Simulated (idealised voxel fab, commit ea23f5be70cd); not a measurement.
The name of this process module is voxel ribs on slabs.
The width of the displayed cross-section, cut, is 290 nm; its cells are square, with a size of 5 nm.
How to read a cross-section here: the picture is a grid of square cells, written as bands going from the top down, and any band can span one or more rows of cells.
For a band, the entry starts with two heights in nm, that of the top and then that of the bottom, and carries on with the band's materials in order from left to right, each alongside its width in nm; the word "edge to edge" beside a single material means it fills the band edge to edge, and "empty" means empty space.
All heights in this document are referenced to 0, defined as the level beneath which the wafer, as received, consists entirely of one material. The lowest band is not bounded below; it extends indefinitely downward and is written in the form "0 down".
It should be noted that a width expressed as "30->40" varies in equal increments from row to row of cells within the band, taking the value of the first number at the top row and that of the second number at the bottom row.
"left unchanged", as given for a step, is the statement that not any cell of the cross-section underwent a change during that step.
The label "Unvented internal voids" introduces a list of the empty spaces, 8 cells or larger, that have no open way up to the top; each entry in it reads width x height at distance, where the distance is taken from the left edge and all three are stated in nm.
Heads up: the bit after the settings on a step's line is the simulator's remark on that step.
The optional step-line setting "overlay nm" applies to steps with a mask and quantifies how far to the right of its planned location the mask lay, a negative value indicating leftward placement.
STEPS PLANNED FOR THE PROCESS
1. RECEIVE, material Si
2. DIRECTIONAL_DEP, material SiO2, thk nm 20
3. DIRECTIONAL_DEP, material polySi, thk nm 15
4. MASKED_ETCH, tone cover, mask id RIB, width nm 20, etch materials polySi, depth nm 10, overlay nm 0
5. MASKED_ETCH, tone cover, mask id SLAB, width nm 60, etch materials polySi, depth nm 5, overlay nm 0
6. FILL_DEP, material SiO2, thk nm 25
7. CMP, height nm 55
8. DIRECTIONAL_DEP, material TiN, thk nm 10
9. DIRECTIONAL_DEP, material aC, thk nm 15
10. PATTERN, tone cover, mask id HEATER, material resist, width nm 30, thk nm 30, overlay nm 0
11. DIRECTIONAL_ETCH, etch materials aC, depth nm 15
12. STRIP, etch materials resist
13. DIRECTIONAL_ETCH, etch materials TiN, depth nm 10
14. STRIP, etch materials aC
15. CONFORMAL_DEP, material SiO2, thk nm 5
AS RECEIVED (POST STEP 1): CROSS-SECTION
- 0 down = Si edge to edge
- Unvented internal voids: none
STARTING WAFER: ABOVE. PLAN: ABOVE. RUN: ONE MISTAKE. CROSS-SECTION AFTER THE MODULE: BELOW
- 70 to 65 = empty 125 nm; aC 40 nm; empty 125 nm
- 65 to 60 = empty 125 nm; aC 5 nm; TiN 30 nm; aC 5 nm; empty 125 nm
- 60 to 55 = aC 130 nm; TiN 30 nm; aC 130 nm
- 55 to 35 = SiO2 edge to edge
- 35 to 25 = SiO2 135 nm; polySi 20 nm; SiO2 135 nm
- 25 to 20 = SiO2 115 nm; polySi 60 nm; SiO2 115 nm
- 20 to 0 = SiO2 edge to edge
- 0 down = Si edge to edge
- Unvented internal voids: none
The plan and the run diverged here: step 15 was not run as planned; what actually ran was CONFORMAL_DEP, material aC, thk nm 5
